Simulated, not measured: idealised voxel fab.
process module | voxel lift off
cross-section cut | 150 nm wide | cells 5 nm
A cross-section is a grid of square cells, given in bands from the top down. A band is one or more rows of cells.
Each band's line starts with the height of the band's top and of its bottom, in nm. Then come its materials from left to right, each with its width in nm. One material with "throughout" fills the band from edge to edge. "air" is empty space.
Height 0 is the level under which the wafer as received is all one material. The lowest band goes on downwards, as in "0 down".
A width such as "30 to 40" changes by the same amount from each row of cells to the next, from the band's top row to its bottom row.
"no change" after a step means that no cell of the cross-section changed.
closed voids: empty space of 8 cells or more with no open way to the top, each as width x height at its distance from the left edge, in nm
after a step's settings: what the simulator itself notes on the step
overlay nm, on a step with a mask: how far to the right of its planned place the mask lay; to the left if negative
plan
1 op RECEIVE | material Si
2 op CONFORMAL_DEP | material Al2O3 | thk nm 10
3 op PATTERN | tone open | mask id LINES | material resist | width nm 15 | pitch nm 35 | thk nm 25 | overlay nm -15
4 op DIRECTIONAL_DEP | material Ru | thk nm 10
5 op STRIP | etch materials resist
6 op CONFORMAL_DEP | material SiCN | thk nm 10
varied across the wafers: overlay nm of step 3. The plan shows the first wafer's value. All wafers start alike
first wafer as received, after step 1
  0 down: Si throughout
  closed voids: none
first wafer at the end, after step 6
  30 to 20: air 25 | SiCN 70 | air 55
  20 to 10: SiCN 35 | Ru 15 | SiCN 20 | Ru 15 | SiCN 65
  10 to 0: Al2O3 throughout
  0 down: Si throughout
  closed voids: none
last wafer at the end
  30 to 20: air 55 | SiCN 70 | air 25
  20 to 10: SiCN 65 | Ru 15 | SiCN 20 | Ru 15 | SiCN 35
  10 to 0: Al2O3 throughout
  0 down: Si throughout
  closed voids: none
each wafer at the end: cells of each material gained (+) or lost (-) since it was received, then its closed voids
overlay nm -15 | +60 Al2O3 | +12 Ru | +76 SiCN | closed voids: none
overlay nm -10 | +60 Al2O3 | +12 Ru | +76 SiCN | closed voids: none
overlay nm -5 | +60 Al2O3 | +12 Ru | +76 SiCN | closed voids: none
overlay nm 0 | +60 Al2O3 | +12 Ru | +76 SiCN | closed voids: none
overlay nm 5 | +60 Al2O3 | +12 Ru | +76 SiCN | closed voids: none
overlay nm 10 | +60 Al2O3 | +12 Ru | +76 SiCN | closed voids: none
overlay nm 15 | +60 Al2O3 | +12 Ru | +76 SiCN | closed voids: none
